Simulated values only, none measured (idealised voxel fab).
The following is a process module called voxel self aligned vias.
FYI the section here is cut, 235 nm wide, cells are 5 nm squares.
The cross-sections in this document take the form of a grid made of square cells. They are written out as bands, in order from top to bottom. Each band consists of one or more rows of cells.
Each band's line starts with the height of the band's top and of its bottom, in nm. Then come its materials from left to right, each with its width in nm. One material with "edge to edge" fills the band from edge to edge. "empty" is empty space.
Measure heights from 0. That's the level where, below it, the as-received wafer is all one material. The lowest band is bottomless and extends downward; write it as in "0..down".
With a width like "30->40", each row of cells in the band differs from the next by the same amount, the top row carrying the first number and the bottom row the second.
Any step labelled "no modification" changed none of the cells in the cross-section.
"closed voids" contains a list of empty spaces, each no smaller than 8 cells and without an open way to the top, written in the form width x height at distance with the distance from the left edge and all three in nm.
Where a step's line continues beyond its settings, the continuation is a remark by the simulator itself on that step.
On any step carrying a mask, the "overlay nm" setting, if present on the step's line, tells how far right of its planned place the mask lay; negative values point to the left.
## Intended process steps
step 1: RECEIVE [material Si]
step 2: CONFORMAL_DEP [material SiO2] [thk nm 15]
step 3: CONFORMAL_DEP [material SiCN] [thk nm 5]
step 4: DIRECTIONAL_DEP [material SiO2] [thk nm 30]
step 5: MASKED_ETCH [tone open] [mask id LINES] [width nm 30] [pitch nm 70] [etch materials SiO2] [depth nm 30] [overlay nm 0]
step 6: CONFORMAL_DEP [material TiN] [thk nm 5]
step 7: FILL_DEP [material W] [thk nm 10]
step 8: CMP [height nm 50]
step 9: SELECTIVE_ETCH [etch materials W Ru TiN] [depth nm 10]
step 10: FILL_DEP [material SiN] [thk nm 5]
step 11: CMP [height nm 50]
step 12: DIRECTIONAL_DEP [material SiO2] [thk nm 20]
step 13: PATTERN [tone open] [mask id VIAS] [material resist] [width nm 50] [pitch nm 140] [thk nm 20] [overlay nm 0]
step 14: DIRECTIONAL_ETCH [etch materials SiO2] [depth nm 20]
step 15: DIRECTIONAL_ETCH [etch materials SiN] [depth nm 10]
step 16: STRIP [etch materials resist]
step 17: CONFORMAL_DEP [material TiN] [thk nm 5]
step 18: FILL_DEP [material W] [thk nm 10]
step 19: CMP [height nm 70]
step 20: CONFORMAL_DEP [material SiN] [thk nm 5]
## Wafer as received: cross-section following step 1
- 0..down | Si edge to edge
- closed voids: none
## Same starting wafer, same plan as above, one mistake in the execution; this is the cross-section at the end of the module
- 75..70 | SiN edge to edge
- 70..55 | 20 of SiO2 | 5 of TiN | 40 of W | 5 of TiN | 90 of SiO2 | 5 of TiN | 40 of W | 5 of TiN | 25 of SiO2
- 55..50 | 20 of SiO2 | 50 of TiN | 90 of SiO2 | 50 of TiN | 25 of SiO2
- 50..40 | 30 of SiO2 | 5 of TiN | 20 of W | 5 of TiN | 40 of SiO2 | 5 of SiN | 20 of W | 5 of SiN | 40 of SiO2 | 5 of TiN | 20 of W | 5 of TiN | 35 of SiO2
- 40..25 | 30 of SiO2 | 5 of TiN | 20 of W | 5 of TiN | 40 of SiO2 | 5 of TiN | 20 of W | 5 of TiN | 40 of SiO2 | 5 of TiN | 20 of W | 5 of TiN | 35 of SiO2
- 25..20 | 30 of SiO2 | 30 of TiN | 40 of SiO2 | 30 of TiN | 40 of SiO2 | 30 of TiN | 35 of SiO2
- 20..15 | SiCN edge to edge
- 15..0 | SiO2 edge to edge
- 0..down | Si edge to edge
- closed voids: none
what went wrong: step 9 ran differently from the plan; actual operation with settings: SELECTIVE_ETCH [etch materials TiN] [depth nm 10]
